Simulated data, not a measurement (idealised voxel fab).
You're looking at the process module voxel released beams.
This is section cut - it's 220 nm across, gridded in 5 nm square cells.
Bands, listed from the top down, are how a cross-section gets written in this document; the cross-section itself is a grid of square cells, and a band is one or more rows of them. Band: top height; bottom height; in nm. Then, left to right: material with width in nm, for each material. "throughout": a single material spanning edge to edge. "blank": empty space. Heights are measured from 0, the level below which the as-received wafer is all one material; the lowest band has no bottom and continues downward, written as in "0..down". Read "30..40" as a graded width: first number on top, second number at the bottom, same change between each pair of neighbouring rows. The cross-section has no changed cell in any step marked "nothing changed". Closed-off voids of 8+ cells (no open route to the top) go in "Completely sealed voids", written width x height at distance from the left edge, in nm. Formally, on a step line, whatever follows the settings is a remark that the simulator itself makes on the step. overlay nm: on a step with a mask, how far right of its planned place the mask lay; negative means left.

Listed below are the process steps as planned
1) RECEIVE [material Si]
2) CONFORMAL_DEP [material Al2O3] [thk nm 5]
3) DIRECTIONAL_DEP [material SiO2] [thk nm 10]
4) DIRECTIONAL_DEP [material aC] [thk nm 15]
5) PATTERN [tone open] [mask id ANCHOR] [material resist] [width nm 35] [thk nm 35] [overlay nm 0]
6) DIRECTIONAL_ETCH [etch materials aC] [depth nm 15]
7) STRIP [etch materials resist]
8) DIRECTIONAL_ETCH [etch materials SiO2] [depth nm 10]
9) STRIP [etch materials aC]
10) CONFORMAL_DEP [material polySi] [thk nm 10]
11) DIRECTIONAL_DEP [material aC] [thk nm 15]
12) PATTERN [tone cover] [mask id BEAM] [material resist] [width nm 85] [thk nm 30] [overlay nm 0]
13) DIRECTIONAL_ETCH [etch materials aC] [depth nm 15]
14) STRIP [etch materials resist]
15) DIRECTIONAL_ETCH [etch materials polySi] [depth nm 10]
16) STRIP [etch materials aC]
17) STRIP [etch materials SiO2]

Here's what the wafer looked like in cross-section when it arrived - that's after step 1
> 0..down = Si throughout
> Completely sealed voids: none

first wafer at the end, as planned
> 25..15 = blank 65 nm  polySi 15 nm  blank 15 nm  polySi 55 nm  blank 70 nm
> 15..5 = blank 70 nm  polySi 35 nm  blank 115 nm
> 5..0 = Al2O3 throughout
> 0..down = Si throughout
> Completely sealed voids: none

Cross-sectional view: second of two wafers, end of module; start and plan identical to the first, one mistake in running
> 25..15 = blank 65 nm  polySi 85 nm  blank 70 nm
> 15..5 = polySi throughout
> 5..0 = Al2O3 throughout
> 0..down = Si throughout
> Completely sealed voids: none
Nonconformance to the process plan: step 3 was not run as planned; what actually ran was DIRECTIONAL_DEP [material polySi] [thk nm 10]
Looking at both finished wafers in cells, the second ends up ahead of or behind the first on some materials: +80 polySi
